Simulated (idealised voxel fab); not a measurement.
You're looking at the process module voxel transistor to metal.
Square cell edge 5 nm, section width 170 nm, ID cut.
How to read a cross-section here: the picture is a grid of square cells, written as bands going from the top down, and any band can span one or more rows of cells. Look at the band entry: it leads with the top's height and the bottom's height in nm. Then it lists the materials left to right, with a width in nm for each. The word "everywhere" on a single material says that material fills the band edge to edge. The word "air" is empty space. Heights from 0 (as-received wafer is one material below). Bottom band endless downward, as "from 0 down". Quick explanation for "30->40": the width changes in equal steps down the rows of cells, from the first number in the band's top row to the second number in its bottom row. The designation "nothing altered", where it is given for a processing step, indicates that no cell of the cross-section was altered in the course of that step. Voids not open to the top, 8 cells minimum: see "Unvented cavities". Written width x height at distance; distance is from the left edge; nm. Post-settings text on a step line: simulator's own remark regarding the step. Each step line may optionally specify "overlay nm", which for a step with a mask gives the rightward distance between the mask's planned place and where it lay, a negative value indicating the leftward direction.
Steps in the process plan:
1: op RECEIVE | material Si
2: op OXIDIZE | depth nm 5
3: op CONFORMAL_DEP | material SiN | thk nm 10
4: op MASKED_ETCH | tone cover | mask id ACTIVE | width nm 110 | etch materials SiN | depth nm 10 | overlay nm 0
5: op MASKED_ETCH | tone cover | mask id ACTIVE | width nm 110 | etch materials SiO2 | depth nm 5 | overlay nm 0
6: op MASKED_ETCH | tone cover | mask id ACTIVE | width nm 110 | etch materials Si | depth nm 20 | overlay nm 0
7: op OXIDIZE | depth nm 5
8: op FILL_DEP | material SiO2 | thk nm 15
9: op CMP | height nm 10
10: op SELECTIVE_ETCH | etch materials SiO2 | depth nm 10
11: op STRIP | etch materials SiN
12: op SELECTIVE_ETCH | etch materials SiO2 | depth nm 5
13: op OXIDIZE | depth nm 5
14: op DIRECTIONAL_DEP | material polySi | thk nm 20
15: op DIRECTIONAL_DEP | material SiCN | thk nm 10
16: op DIRECTIONAL_DEP | material aC | thk nm 15
17: op PATTERN | tone cover | mask id GATE | material resist | width nm 30 | thk nm 35 | overlay nm 0
18: op DIRECTIONAL_ETCH | etch materials aC | depth nm 15
19: op STRIP | etch materials resist
20: op DIRECTIONAL_ETCH | etch materials SiCN | depth nm 20
21: op DIRECTIONAL_ETCH | etch materials polySi | depth nm 30
22: op STRIP | etch materials aC
23: op CONFORMAL_DEP | material SiO2 | thk nm 5
24: op DIRECTIONAL_ETCH | etch materials SiO2 | depth nm 5
25: op CONFORMAL_DEP | material SiN | thk nm 5
26: op DIRECTIONAL_ETCH | etch materials SiN | depth nm 5
27: op DIRECTIONAL_ETCH | etch materials SiO2 | depth nm 5
28: op DIRECTIONAL_ETCH | etch materials Si | depth nm 10
29: op EPI | material SiGe | thk nm 15
30: op FILL_DEP | material SiO2 | thk nm 10
31: op CMP | height nm 15
32: op STRIP | etch materials polySi
33: op SELECTIVE_ETCH | etch materials SiO2 | depth nm 5
34: op CONFORMAL_DEP | material HfO2 | thk nm 5
35: op CONFORMAL_DEP | material TiN | thk nm 5
36: op FILL_DEP | material W | thk nm 5
37: op CMP | height nm 10
38: op DIRECTIONAL_DEP | material SiO2 | thk nm 10
39: op MASKED_ETCH | tone open | mask id CONTACT | width nm 20 | pitch nm 80 | etch materials SiO2 | depth nm 25 | overlay nm 0
40: op CONFORMAL_DEP | material TiN | thk nm 5
41: op FILL_DEP | material W | thk nm 10
42: op CMP | height nm 20
43: op DIRECTIONAL_DEP | material TiN | thk nm 5
44: op DIRECTIONAL_DEP | material W | thk nm 20
45: op PATTERN | tone cover | mask id METAL_1 | material resist | width nm 20 | pitch nm 80 | thk nm 20 | overlay nm 0
46: op DIRECTIONAL_ETCH | etch materials W | depth nm 20
47: op DIRECTIONAL_ETCH | etch materials TiN | depth nm 5
48: op STRIP | etch materials resist
49: op CONFORMAL_DEP | material SiN | thk nm 5
50: op FILL_DEP | material lowk | thk nm 10
51: op CMP | height nm 45
52: op CONFORMAL_DEP | material SiN | thk nm 5
On the first of the two wafers: run conducted according to plan:
Cross-section of the incoming wafer, state after step 1:
    from 0 down = Si everywhere
    Unvented cavities: none
You're looking at a cross-section of the wafer after step 2:
    from 0 to -5 = SiO2 everywhere
    Unchanged below -5.
You're looking at a cross-section of the wafer after step 3:
    from 10 to 0 = SiN everywhere
    Unchanged below 0.
You're looking at a cross-section of the wafer after step 4:
    from 10 to 0 = 30 nm air  110 nm SiN  30 nm air
    Unchanged below 0.
You're looking at a cross-section of the wafer after step 5:
    from 10 to 0 = 30 nm air  110 nm SiN  30 nm air
    from 0 to -5 = 30 nm air  110 nm SiO2  30 nm air
    Unchanged below -5.
You're looking at a cross-section of the wafer after step 6:
    from 10 to 0 = 30 nm air  110 nm SiN  30 nm air
    from 0 to -5 = 30 nm air  110 nm SiO2  30 nm air
    from -5 to -25 = 30 nm air  110 nm Si  30 nm air
    Unchanged below -25.
You're looking at a cross-section of the wafer after step 7:
    from 10 to 0 = 30 nm air  110 nm SiN  30 nm air
    from 0 to -5 = 30 nm air  110 nm SiO2  30 nm air
    from -5 to -25 = 30 nm air  5 nm SiO2  100 nm Si  5 nm SiO2  30 nm air
    from -25 to -30 = 35 nm SiO2  100 nm Si  35 nm SiO2
    Unchanged below -30.
You're looking at a cross-section of the wafer after step 8:
    from 25 to 10 = SiO2 everywhere
    from 10 to 0 = 30 nm SiO2  110 nm SiN  30 nm SiO2
    from 0 to -5 = SiO2 everywhere
    from -5 to -30 = 35 nm SiO2  100 nm Si  35 nm SiO2
    Unchanged below -30.
You're looking at a cross-section of the wafer after step 9:
    from 10 to 0 = 30 nm SiO2  110 nm SiN  30 nm SiO2
    Unchanged below 0.
You're looking at a cross-section of the wafer after step 10:
    from 10 to 0 = 30 nm air  110 nm SiN  30 nm air
    Unchanged below 0.
You're looking at a cross-section of the wafer after step 11:
    from 0 to -5 = SiO2 everywhere
    Unchanged below -5.
You're looking at a cross-section of the wafer after step 12:
    from -5 to -30 = 35 nm SiO2  100 nm Si  35 nm SiO2
    Unchanged below -30.
You're looking at a cross-section of the wafer after step 13:
    from -5 to -10 = SiO2 everywhere
    Unchanged below -10.
You're looking at a cross-section of the wafer after step 14:
    from 15 to -5 = polySi everywhere
    Unchanged below -5.
You're looking at a cross-section of the wafer after step 15:
    from 25 to 15 = SiCN everywhere
    Unchanged below 15.
You're looking at a cross-section of the wafer after step 16:
    from 40 to 25 = aC everywhere
    Unchanged below 25.
You're looking at a cross-section of the wafer after step 17:
    from 75 to 40 = 70 nm air  30 nm resist  70 nm air
    Unchanged below 40.
You're looking at a cross-section of the wafer after step 18:
    from 60 to 40 = 70 nm air  30 nm resist  70 nm air
    from 40 to 25 = 70 nm air  30 nm aC  70 nm air
    Unchanged below 25.
You're looking at a cross-section of the wafer after step 19:
    from 40 to 25 = 70 nm air  30 nm aC  70 nm air
    Unchanged below 25.
You're looking at a cross-section of the wafer after step 20:
    from 40 to 25 = 70 nm air  30 nm aC  70 nm air
    from 25 to 15 = 70 nm air  30 nm SiCN  70 nm air
    Unchanged below 15.
You're looking at a cross-section of the wafer after step 21:
    from 40 to 25 = 70 nm air  30 nm aC  70 nm air
    from 25 to 15 = 70 nm air  30 nm SiCN  70 nm air
    from 15 to -5 = 70 nm air  30 nm polySi  70 nm air
    Unchanged below -5.
You're looking at a cross-section of the wafer after step 22:
    from 25 to 15 = 70 nm air  30 nm SiCN  70 nm air
    Unchanged below 15.
You're looking at a cross-section of the wafer after step 23:
    from 30 to 25 = 65 nm air  40 nm SiO2  65 nm air
    from 25 to 15 = 65 nm air  5 nm SiO2  30 nm SiCN  5 nm SiO2  65 nm air
    from 15 to 0 = 65 nm air  5 nm SiO2  30 nm polySi  5 nm SiO2  65 nm air
    from 0 to -5 = 70 nm SiO2  30 nm polySi  70 nm SiO2
    Unchanged below -5.
You're looking at a cross-section of the wafer after step 24:
    from 25 to 15 = 65 nm air  5 nm SiO2  30 nm SiCN  5 nm SiO2  65 nm air
    from 15 to -5 = 65 nm air  5 nm SiO2  30 nm polySi  5 nm SiO2  65 nm air
    Unchanged below -5.
You're looking at a cross-section of the wafer after step 25:
    from 30 to 25 = 60 nm air  50 nm SiN  60 nm air
    from 25 to 15 = 60 nm air  5 nm SiN  5 nm SiO2  30 nm SiCN  5 nm SiO2  5 nm SiN  60 nm air
    from 15 to 0 = 60 nm air  5 nm SiN  5 nm SiO2  30 nm polySi  5 nm SiO2  5 nm SiN  60 nm air
    from 0 to -5 = 65 nm SiN  5 nm SiO2  30 nm polySi  5 nm SiO2  65 nm SiN
    Unchanged below -5.
You're looking at a cross-section of the wafer after step 26:
    from 25 to 15 = 60 nm air  5 nm SiN  5 nm SiO2  30 nm SiCN  5 nm SiO2  5 nm SiN  60 nm air
    from 15 to -5 = 60 nm air  5 nm SiN  5 nm SiO2  30 nm polySi  5 nm SiO2  5 nm SiN  60 nm air
    Unchanged below -5.
You're looking at a cross-section of the wafer after step 27:
    from 25 to 20 = 60 nm air  5 nm SiN  5 nm air  30 nm SiCN  5 nm air  5 nm SiN  60 nm air
    from 20 to 15 = 60 nm air  5 nm SiN  5 nm SiO2  30 nm SiCN  5 nm SiO2  5 nm SiN  60 nm air
    from 15 to -5 = 60 nm air  5 nm SiN  5 nm SiO2  30 nm polySi  5 nm SiO2  5 nm SiN  60 nm air
    from -5 to -10 = 60 nm air  50 nm SiO2  60 nm air
    Unchanged below -10.
You're looking at a cross-section of the wafer after step 28:
    from 25 to 20 = 60 nm air  5 nm SiN  5 nm air  30 nm SiCN  5 nm air  5 nm SiN  60 nm air
    from 20 to 15 = 60 nm air  5 nm SiN  5 nm SiO2  30 nm SiCN  5 nm SiO2  5 nm SiN  60 nm air
    from 15 to -5 = 60 nm air  5 nm SiN  5 nm SiO2  30 nm polySi  5 nm SiO2  5 nm SiN  60 nm air
    from -5 to -10 = 60 nm air  50 nm SiO2  60 nm air
    from -10 to -20 = 35 nm SiO2  25 nm air  50 nm Si  25 nm air  35 nm SiO2
    Unchanged below -20.
You're looking at a cross-section of the wafer after step 29:
    from 25 to 20 = 60 nm air  5 nm SiN  5 nm air  30 nm SiCN  5 nm air  5 nm SiN  60 nm air
    from 20 to 15 = 60 nm air  5 nm SiN  5 nm SiO2  30 nm SiCN  5 nm SiO2  5 nm SiN  60 nm air
    from 15 to 5 = 60 nm air  5 nm SiN  5 nm SiO2  30 nm polySi  5 nm SiO2  5 nm SiN  60 nm air
    from 5 to -5 = 45 nm air  15 nm SiGe  5 nm SiN  5 nm SiO2  30 nm polySi  5 nm SiO2  5 nm SiN  15 nm SiGe  45 nm air
    from -5 to -10 = 30 nm air  30 nm SiGe  50 nm SiO2  30 nm SiGe  30 nm air
    from -10 to -20 = 35 nm SiO2  25 nm SiGe  50 nm Si  25 nm SiGe  35 nm SiO2
    Unchanged below -20.
You're looking at a cross-section of the wafer after step 30:
    from 35 to 25 = SiO2 everywhere
    from 25 to 15 = 60 nm SiO2  5 nm SiN  5 nm SiO2  30 nm SiCN  5 nm SiO2  5 nm SiN  60 nm SiO2
    from 15 to 5 = 60 nm SiO2  5 nm SiN  5 nm SiO2  30 nm polySi  5 nm SiO2  5 nm SiN  60 nm SiO2
    from 5 to -5 = 45 nm SiO2  15 nm SiGe  5 nm SiN  5 nm SiO2  30 nm polySi  5 nm SiO2  5 nm SiN  15 nm SiGe  45 nm SiO2
    from -5 to -10 = 30 nm SiO2  30 nm SiGe  50 nm SiO2  30 nm SiGe  30 nm SiO2
    Unchanged below -10.
You're looking at a cross-section of the wafer after step 31:
    from 15 to 5 = 60 nm SiO2  5 nm SiN  5 nm SiO2  30 nm polySi  5 nm SiO2  5 nm SiN  60 nm SiO2
    Unchanged below 5.
You're looking at a cross-section of the wafer after step 32:
    from 15 to 5 = 60 nm SiO2  5 nm SiN  5 nm SiO2  30 nm air  5 nm SiO2  5 nm SiN  60 nm SiO2
    from 5 to -5 = 45 nm SiO2  15 nm SiGe  5 nm SiN  5 nm SiO2  30 nm air  5 nm SiO2  5 nm SiN  15 nm SiGe  45 nm SiO2
    Unchanged below -5.
You're looking at a cross-section of the wafer after step 33:
    from 15 to 10 = 60 nm air  5 nm SiN  40 nm air  5 nm SiN  60 nm air
    from 10 to 5 = 60 nm SiO2  5 nm SiN  40 nm air  5 nm SiN  60 nm SiO2
    from 5 to -5 = 45 nm SiO2  15 nm SiGe  5 nm SiN  40 nm air  5 nm SiN  15 nm SiGe  45 nm SiO2
    from -5 to -10 = 30 nm SiO2  30 nm SiGe  5 nm SiO2  40 nm air  5 nm SiO2  30 nm SiGe  30 nm SiO2
    Unchanged below -10.
You're looking at a cross-section of the wafer after step 34:
    from 20 to 15 = 55 nm air  15 nm HfO2  30 nm air  15 nm HfO2  55 nm air
    from 15 to 10 = 60 nm HfO2  5 nm SiN  5 nm HfO2  30 nm air  5 nm HfO2  5 nm SiN  60 nm HfO2
    from 10 to 5 = 60 nm SiO2  5 nm SiN  5 nm HfO2  30 nm air  5 nm HfO2  5 nm SiN  60 nm SiO2
    from 5 to -5 = 45 nm SiO2  15 nm SiGe  5 nm SiN  5 nm HfO2  30 nm air  5 nm HfO2  5 nm SiN  15 nm SiGe  45 nm SiO2
    from -5 to -10 = 30 nm SiO2  30 nm SiGe  5 nm SiO2  40 nm HfO2  5 nm SiO2  30 nm SiGe  30 nm SiO2
    Unchanged below -10.
You're looking at a cross-section of the wafer after step 35:
    from 25 to 20 = 50 nm air  25 nm TiN  20 nm air  25 nm TiN  50 nm air
    from 20 to 15 = 55 nm TiN  15 nm HfO2  5 nm TiN  20 nm air  5 nm TiN  15 nm HfO2  55 nm TiN
    from 15 to 10 = 60 nm HfO2  5 nm SiN  5 nm HfO2  5 nm TiN  20 nm air  5 nm TiN  5 nm HfO2  5 nm SiN  60 nm HfO2
    from 10 to 5 = 60 nm SiO2  5 nm SiN  5 nm HfO2  5 nm TiN  20 nm air  5 nm TiN  5 nm HfO2  5 nm SiN  60 nm SiO2
    from 5 to 0 = 45 nm SiO2  15 nm SiGe  5 nm SiN  5 nm HfO2  5 nm TiN  20 nm air  5 nm TiN  5 nm HfO2  5 nm SiN  15 nm SiGe  45 nm SiO2
    from 0 to -5 = 45 nm SiO2  15 nm SiGe  5 nm SiN  5 nm HfO2  30 nm TiN  5 nm HfO2  5 nm SiN  15 nm SiGe  45 nm SiO2
    Unchanged below -5.
You're looking at a cross-section of the wafer after step 36:
    from 30 to 25 = W everywhere
    from 25 to 20 = 50 nm W  25 nm TiN  20 nm W  25 nm TiN  50 nm W
    from 20 to 15 = 55 nm TiN  15 nm HfO2  5 nm TiN  20 nm W  5 nm TiN  15 nm HfO2  55 nm TiN
    from 15 to 10 = 60 nm HfO2  5 nm SiN  5 nm HfO2  5 nm TiN  20 nm W  5 nm TiN  5 nm HfO2  5 nm SiN  60 nm HfO2
    from 10 to 5 = 60 nm SiO2  5 nm SiN  5 nm HfO2  5 nm TiN  20 nm W  5 nm TiN  5 nm HfO2  5 nm SiN  60 nm SiO2
    from 5 to 0 = 45 nm SiO2  15 nm SiGe  5 nm SiN  5 nm HfO2  5 nm TiN  20 nm W  5 nm TiN  5 nm HfO2  5 nm SiN  15 nm SiGe  45 nm SiO2
    Unchanged below 0.
You're looking at a cross-section of the wafer after step 37:
    from 10 to 5 = 60 nm SiO2  5 nm SiN  5 nm HfO2  5 nm TiN  20 nm W  5 nm TiN  5 nm HfO2  5 nm SiN  60 nm SiO2
    Unchanged below 5.
You're looking at a cross-section of the wafer after step 38:
    from 20 to 10 = SiO2 everywhere
    Unchanged below 10.
You're looking at a cross-section of the wafer after step 39:
    from 20 to 10 = 35 nm SiO2  20 nm air  60 nm SiO2  20 nm air  35 nm SiO2
    from 10 to 5 = 35 nm SiO2  20 nm air  5 nm SiO2  5 nm SiN  5 nm HfO2  5 nm TiN  20 nm W  5 nm TiN  5 nm HfO2  5 nm SiN  5 nm SiO2  20 nm air  35 nm SiO2
    from 5 to 0 = 35 nm SiO2  10 nm air  15 nm SiGe  5 nm SiN  5 nm HfO2  5 nm TiN  20 nm W  5 nm TiN  5 nm HfO2  5 nm SiN  15 nm SiGe  10 nm air  35 nm SiO2
    from 0 to -5 = 35 nm SiO2  10 nm air  15 nm SiGe  5 nm SiN  5 nm HfO2  30 nm TiN  5 nm HfO2  5 nm SiN  15 nm SiGe  10 nm air  35 nm SiO2
    Unchanged below -5.
You're looking at a cross-section of the wafer after step 40:
    from 25 to 20 = 40 nm TiN  10 nm air  70 nm TiN  10 nm air  40 nm TiN
    from 20 to 10 = 35 nm SiO2  5 nm TiN  10 nm air  5 nm TiN  60 nm SiO2  5 nm TiN  10 nm air  5 nm TiN  35 nm SiO2
    from 10 to 5 = 35 nm SiO2  20 nm TiN  5 nm SiO2  5 nm SiN  5 nm HfO2  5 nm TiN  20 nm W  5 nm TiN  5 nm HfO2  5 nm SiN  5 nm SiO2  20 nm TiN  35 nm SiO2
    from 5 to 0 = 35 nm SiO2  10 nm TiN  15 nm SiGe  5 nm SiN  5 nm HfO2  5 nm TiN  20 nm W  5 nm TiN  5 nm HfO2  5 nm SiN  15 nm SiGe  10 nm TiN  35 nm SiO2
    from 0 to -5 = 35 nm SiO2  10 nm TiN  15 nm SiGe  5 nm SiN  5 nm HfO2  30 nm TiN  5 nm HfO2  5 nm SiN  15 nm SiGe  10 nm TiN  35 nm SiO2
    Unchanged below -5.
You're looking at a cross-section of the wafer after step 41:
    from 35 to 25 = W everywhere
    from 25 to 20 = 40 nm TiN  10 nm W  70 nm TiN  10 nm W  40 nm TiN
    from 20 to 10 = 35 nm SiO2  5 nm TiN  10 nm W  5 nm TiN  60 nm SiO2  5 nm TiN  10 nm W  5 nm TiN  35 nm SiO2
    Unchanged below 10.
You're looking at a cross-section of the wafer after step 42:
    from 20 to 10 = 35 nm SiO2  5 nm TiN  10 nm W  5 nm TiN  60 nm SiO2  5 nm TiN  10 nm W  5 nm TiN  35 nm SiO2
    Unchanged below 10.
You're looking at a cross-section of the wafer after step 43:
    from 25 to 20 = TiN everywhere
    Unchanged below 20.
You're looking at a cross-section of the wafer after step 44:
    from 45 to 25 = W everywhere
    Unchanged below 25.
You're looking at a cross-section of the wafer after step 45:
    from 65 to 45 = 35 nm air  20 nm resist  60 nm air  20 nm resist  35 nm air
    Unchanged below 45.
You're looking at a cross-section of the wafer after step 46:
    from 65 to 45 = 35 nm air  20 nm resist  60 nm air  20 nm resist  35 nm air
    from 45 to 25 = 35 nm air  20 nm W  60 nm air  20 nm W  35 nm air
    Unchanged below 25.
You're looking at a cross-section of the wafer after step 47:
    from 65 to 45 = 35 nm air  20 nm resist  60 nm air  20 nm resist  35 nm air
    from 45 to 25 = 35 nm air  20 nm W  60 nm air  20 nm W  35 nm air
    from 25 to 20 = 35 nm air  20 nm TiN  60 nm air  20 nm TiN  35 nm air
    Unchanged below 20.
You're looking at a cross-section of the wafer after step 48:
    from 45 to 25 = 35 nm air  20 nm W  60 nm air  20 nm W  35 nm air
    Unchanged below 25.
You're looking at a cross-section of the wafer after step 49:
    from 50 to 45 = 30 nm air  30 nm SiN  50 nm air  30 nm SiN  30 nm air
    from 45 to 25 = 30 nm air  5 nm SiN  20 nm W  5 nm SiN  50 nm air  5 nm SiN  20 nm W  5 nm SiN  30 nm air
    from 25 to 20 = 35 nm SiN  20 nm TiN  60 nm SiN  20 nm TiN  35 nm SiN
    Unchanged below 20.
You're looking at a cross-section of the wafer after step 50:
    from 60 to 50 = lowk everywhere
    from 50 to 45 = 30 nm lowk  30 nm SiN  50 nm lowk  30 nm SiN  30 nm lowk
    from 45 to 25 = 30 nm lowk  5 nm SiN  20 nm W  5 nm SiN  50 nm lowk  5 nm SiN  20 nm W  5 nm SiN  30 nm lowk
    Unchanged below 25.
You're looking at a cross-section of the wafer after step 51:
    from 45 to 25 = 30 nm lowk  5 nm SiN  20 nm W  5 nm SiN  50 nm lowk  5 nm SiN  20 nm W  5 nm SiN  30 nm lowk
    Unchanged below 25.
You're looking at a cross-section of the wafer after step 52:
    from 50 to 45 = SiN everywhere
    Unchanged below 45.
Wafer two. Identical start, identical plan. One mistake in execution. Identical history through step 28:
Planned end of step 29: second wafer, cross-section:
    from 25 to 20 = 60 nm air  5 nm SiN  5 nm air  30 nm SiCN  5 nm air  5 nm SiN  60 nm air
    from 20 to 15 = 30 nm air  30 nm SiGe  5 nm SiN  5 nm SiO2  30 nm SiCN  5 nm SiO2  5 nm SiN  30 nm SiGe  30 nm air
    from 15 to 10 = 30 nm air  30 nm SiGe  5 nm SiN  5 nm SiO2  30 nm polySi  5 nm SiO2  5 nm SiN  30 nm SiGe  30 nm air
    from 10 to -5 = 15 nm air  45 nm SiGe  5 nm SiN  5 nm SiO2  30 nm polySi  5 nm SiO2  5 nm SiN  45 nm SiGe  15 nm air
    from -5 to -10 = 15 nm air  45 nm SiGe  50 nm SiO2  45 nm SiGe  15 nm air
    from -10 to -20 = 35 nm SiO2  25 nm SiGe  50 nm Si  25 nm SiGe  35 nm SiO2
    Unchanged below -20.
Planned end of step 30: second wafer, cross-section:
    from 35 to 25 = SiO2 everywhere
    from 25 to 20 = 60 nm SiO2  5 nm SiN  5 nm SiO2  30 nm SiCN  5 nm SiO2  5 nm SiN  60 nm SiO2
    from 20 to 15 = 30 nm SiO2  30 nm SiGe  5 nm SiN  5 nm SiO2  30 nm SiCN  5 nm SiO2  5 nm SiN  30 nm SiGe  30 nm SiO2
    from 15 to 10 = 30 nm SiO2  30 nm SiGe  5 nm SiN  5 nm SiO2  30 nm polySi  5 nm SiO2  5 nm SiN  30 nm SiGe  30 nm SiO2
    from 10 to -5 = 15 nm SiO2  45 nm SiGe  5 nm SiN  5 nm SiO2  30 nm polySi  5 nm SiO2  5 nm SiN  45 nm SiGe  15 nm SiO2
    from -5 to -10 = 15 nm SiO2  45 nm SiGe  50 nm SiO2  45 nm SiGe  15 nm SiO2
    Unchanged below -10.
Planned end of step 31: second wafer, cross-section:
    from 15 to 10 = 30 nm SiO2  30 nm SiGe  5 nm SiN  5 nm SiO2  30 nm polySi  5 nm SiO2  5 nm SiN  30 nm SiGe  30 nm SiO2
    Unchanged below 10.
Planned end of step 32: second wafer, cross-section:
    from 15 to 10 = 30 nm SiO2  30 nm SiGe  5 nm SiN  5 nm SiO2  30 nm air  5 nm SiO2  5 nm SiN  30 nm SiGe  30 nm SiO2
    from 10 to -5 = 15 nm SiO2  45 nm SiGe  5 nm SiN  5 nm SiO2  30 nm air  5 nm SiO2  5 nm SiN  45 nm SiGe  15 nm SiO2
    Unchanged below -5.
Planned end of step 33: second wafer, cross-section:
    from 15 to 10 = 30 nm air  30 nm SiGe  5 nm SiN  40 nm air  5 nm SiN  30 nm SiGe  30 nm air
    from 10 to -5 = 15 nm SiO2  45 nm SiGe  5 nm SiN  40 nm air  5 nm SiN  45 nm SiGe  15 nm SiO2
    from -5 to -10 = 15 nm SiO2  45 nm SiGe  5 nm SiO2  40 nm air  5 nm SiO2  45 nm SiGe  15 nm SiO2
    Unchanged below -10.
Planned end of step 34: second wafer, cross-section:
    from 20 to 15 = 25 nm air  45 nm HfO2  30 nm air  45 nm HfO2  25 nm air
    from 15 to 10 = 30 nm HfO2  30 nm SiGe  5 nm SiN  5 nm HfO2  30 nm air  5 nm HfO2  5 nm SiN  30 nm SiGe  30 nm HfO2
    from 10 to -5 = 15 nm SiO2  45 nm SiGe  5 nm SiN  5 nm HfO2  30 nm air  5 nm HfO2  5 nm SiN  45 nm SiGe  15 nm SiO2
    from -5 to -10 = 15 nm SiO2  45 nm SiGe  5 nm SiO2  40 nm HfO2  5 nm SiO2  45 nm SiGe  15 nm SiO2
    Unchanged below -10.
Planned end of step 35: second wafer, cross-section:
    from 25 to 20 = 20 nm air  55 nm TiN  20 nm air  55 nm TiN  20 nm air
    from 20 to 15 = 25 nm TiN  45 nm HfO2  5 nm TiN  20 nm air  5 nm TiN  45 nm HfO2  25 nm TiN
    from 15 to 10 = 30 nm HfO2  30 nm SiGe  5 nm SiN  5 nm HfO2  5 nm TiN  20 nm air  5 nm TiN  5 nm HfO2  5 nm SiN  30 nm SiGe  30 nm HfO2
    from 10 to 0 = 15 nm SiO2  45 nm SiGe  5 nm SiN  5 nm HfO2  5 nm TiN  20 nm air  5 nm TiN  5 nm HfO2  5 nm SiN  45 nm SiGe  15 nm SiO2
    from 0 to -5 = 15 nm SiO2  45 nm SiGe  5 nm SiN  5 nm HfO2  30 nm TiN  5 nm HfO2  5 nm SiN  45 nm SiGe  15 nm SiO2
    Unchanged below -5.
Planned end of step 36: second wafer, cross-section:
    from 30 to 25 = W everywhere
    from 25 to 20 = 20 nm W  55 nm TiN  20 nm W  55 nm TiN  20 nm W
    from 20 to 15 = 25 nm TiN  45 nm HfO2  5 nm TiN  20 nm W  5 nm TiN  45 nm HfO2  25 nm TiN
    from 15 to 10 = 30 nm HfO2  30 nm SiGe  5 nm SiN  5 nm HfO2  5 nm TiN  20 nm W  5 nm TiN  5 nm HfO2  5 nm SiN  30 nm SiGe  30 nm HfO2
    from 10 to 0 = 15 nm SiO2  45 nm SiGe  5 nm SiN  5 nm HfO2  5 nm TiN  20 nm W  5 nm TiN  5 nm HfO2  5 nm SiN  45 nm SiGe  15 nm SiO2
    Unchanged below 0.
Planned end of step 37: second wafer, cross-section:
    from 10 to 0 = 15 nm SiO2  45 nm SiGe  5 nm SiN  5 nm HfO2  5 nm TiN  20 nm W  5 nm TiN  5 nm HfO2  5 nm SiN  45 nm SiGe  15 nm SiO2
    Unchanged below 0.
Planned end of step 38: second wafer, cross-section:
    from 20 to 10 = SiO2 everywhere
    Unchanged below 10.
Planned end of step 39: second wafer, cross-section:
    from 20 to 10 = 35 nm SiO2  20 nm air  60 nm SiO2  20 nm air  35 nm SiO2
    Unchanged below 10.
Planned end of step 40: second wafer, cross-section:
    from 25 to 20 = 40 nm TiN  10 nm air  70 nm TiN  10 nm air  40 nm TiN
    from 20 to 15 = 35 nm SiO2  5 nm TiN  10 nm air  5 nm TiN  60 nm SiO2  5 nm TiN  10 nm air  5 nm TiN  35 nm SiO2
    from 15 to 10 = 35 nm SiO2  20 nm TiN  60 nm SiO2  20 nm TiN  35 nm SiO2
    Unchanged below 10.
Planned end of step 41: second wafer, cross-section:
    from 35 to 25 = W everywhere
    from 25 to 20 = 40 nm TiN  10 nm W  70 nm TiN  10 nm W  40 nm TiN
    from 20 to 15 = 35 nm SiO2  5 nm TiN  10 nm W  5 nm TiN  60 nm SiO2  5 nm TiN  10 nm W  5 nm TiN  35 nm SiO2
    Unchanged below 15.
Planned end of step 42: second wafer, cross-section:
    from 20 to 15 = 35 nm SiO2  5 nm TiN  10 nm W  5 nm TiN  60 nm SiO2  5 nm TiN  10 nm W  5 nm TiN  35 nm SiO2
    Unchanged below 15.
Planned end of step 43: second wafer, cross-section:
    from 25 to 20 = TiN everywhere
    Unchanged below 20.
Planned end of step 44: second wafer, cross-section:
    from 45 to 25 = W everywhere
    Unchanged below 25.
Planned end of step 45: second wafer, cross-section:
    from 65 to 45 = 35 nm air  20 nm resist  60 nm air  20 nm resist  35 nm air
    Unchanged below 45.
Planned end of step 46: second wafer, cross-section:
    from 65 to 45 = 35 nm air  20 nm resist  60 nm air  20 nm resist  35 nm air
    from 45 to 25 = 35 nm air  20 nm W  60 nm air  20 nm W  35 nm air
    Unchanged below 25.
Planned end of step 47: second wafer, cross-section:
    from 65 to 45 = 35 nm air  20 nm resist  60 nm air  20 nm resist  35 nm air
    from 45 to 25 = 35 nm air  20 nm W  60 nm air  20 nm W  35 nm air
    from 25 to 20 = 35 nm air  20 nm TiN  60 nm air  20 nm TiN  35 nm air
    Unchanged below 20.
Planned end of step 48: second wafer, cross-section:
    from 45 to 25 = 35 nm air  20 nm W  60 nm air  20 nm W  35 nm air
    Unchanged below 25.
Planned end of step 49: second wafer, cross-section:
    from 50 to 45 = 30 nm air  30 nm SiN  50 nm air  30 nm SiN  30 nm air
    from 45 to 25 = 30 nm air  5 nm SiN  20 nm W  5 nm SiN  50 nm air  5 nm SiN  20 nm W  5 nm SiN  30 nm air
    from 25 to 20 = 35 nm SiN  20 nm TiN  60 nm SiN  20 nm TiN  35 nm SiN
    Unchanged below 20.
Planned end of step 50: second wafer, cross-section:
    from 60 to 50 = lowk everywhere
    from 50 to 45 = 30 nm lowk  30 nm SiN  50 nm lowk  30 nm SiN  30 nm lowk
    from 45 to 25 = 30 nm lowk  5 nm SiN  20 nm W  5 nm SiN  50 nm lowk  5 nm SiN  20 nm W  5 nm SiN  30 nm lowk
    Unchanged below 25.
Planned end of step 51: second wafer, cross-section:
    from 45 to 25 = 30 nm lowk  5 nm SiN  20 nm W  5 nm SiN  50 nm lowk  5 nm SiN  20 nm W  5 nm SiN  30 nm lowk
    Unchanged below 25.
Planned end of step 52: second wafer, cross-section:
    from 50 to 45 = SiN everywhere
    Unchanged below 45.
Here's what went sideways: step 29 of the plan was executed twice over
The final cell counts differ between the wafers, with the second having more or fewer of some materials than the first: SiGe +48; SiO2 -32; TiN -12; W -4
